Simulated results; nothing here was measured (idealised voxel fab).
process module | voxel released beams
cross-section cut | 185 nm wide | cells 5 nm
A cross-section is a grid of square cells, given in bands from the top down. A band is one or more rows of cells.
Each band's line starts with the height of the band's top and of its bottom, in nm. Then come its materials from left to right, each with its width in nm. One material with "throughout" fills the band from edge to edge. "air" is empty space.
Height 0 is the level under which the wafer as received is all one material. The lowest band goes on downwards, as in "0 down".
A width such as "30 to 40" changes by the same amount from each row of cells to the next, from the band's top row to its bottom row.
"no change" after a step means that no cell of the cross-section changed.
closed voids: empty space of 8 cells or more with no open way to the top, each as width x height at its distance from the left edge, in nm
after a step's settings: what the simulator itself notes on the step
overlay nm, on a step with a mask: how far to the right of its planned place the mask lay; to the left if negative
plan
1 op RECEIVE | material Si
2 op CONFORMAL_DEP | material SiN | thk nm 5
3 op DIRECTIONAL_DEP | material SiO2 | thk nm 10
4 op DIRECTIONAL_DEP | material aC | thk nm 10
5 op PATTERN | tone open | mask id ANCHOR | material resist | width nm 30 | thk nm 30 | overlay nm 0
6 op DIRECTIONAL_ETCH | etch materials aC | depth nm 10
7 op STRIP | etch materials resist
8 op DIRECTIONAL_ETCH | etch materials SiO2 | depth nm 10
9 op STRIP | etch materials aC
10 op CONFORMAL_DEP | material polySi | thk nm 10
11 op DIRECTIONAL_DEP | material aC | thk nm 15
12 op PATTERN | tone cover | mask id BEAM | material resist | width nm 80 | thk nm 35 | overlay nm 0
13 op DIRECTIONAL_ETCH | etch materials aC | depth nm 15
14 op STRIP | etch materials resist
15 op DIRECTIONAL_ETCH | etch materials polySi | depth nm 10
16 op STRIP | etch materials aC
17 op STRIP | etch materials SiO2
as received, after step 1
  0 down: Si throughout
  closed voids: none
first wafer at the end, as planned
  25 to 15: air 50 | polySi 15 | air 10 | polySi 55 | air 55
  15 to 5: air 55 | polySi 30 | air 100
  5 to 0: SiN throughout
  0 down: Si throughout
  closed voids: none
second wafer at the end: like start, like plan, one mistake
  25 to 15: air 50 | polySi 45 | air 90
  15 to 5: air 45 | polySi 10 | SiO2 30 | polySi 45 | air 55
  5 to 0: SiN throughout
  0 down: Si throughout
  closed voids: none
what went wrong: step 5 ran as: op PATTERN | tone cover | mask id ANCHOR | material resist | width nm 30 | thk nm 30 | overlay nm 0
at the end the second wafer has, in cells: 12 more of SiO2
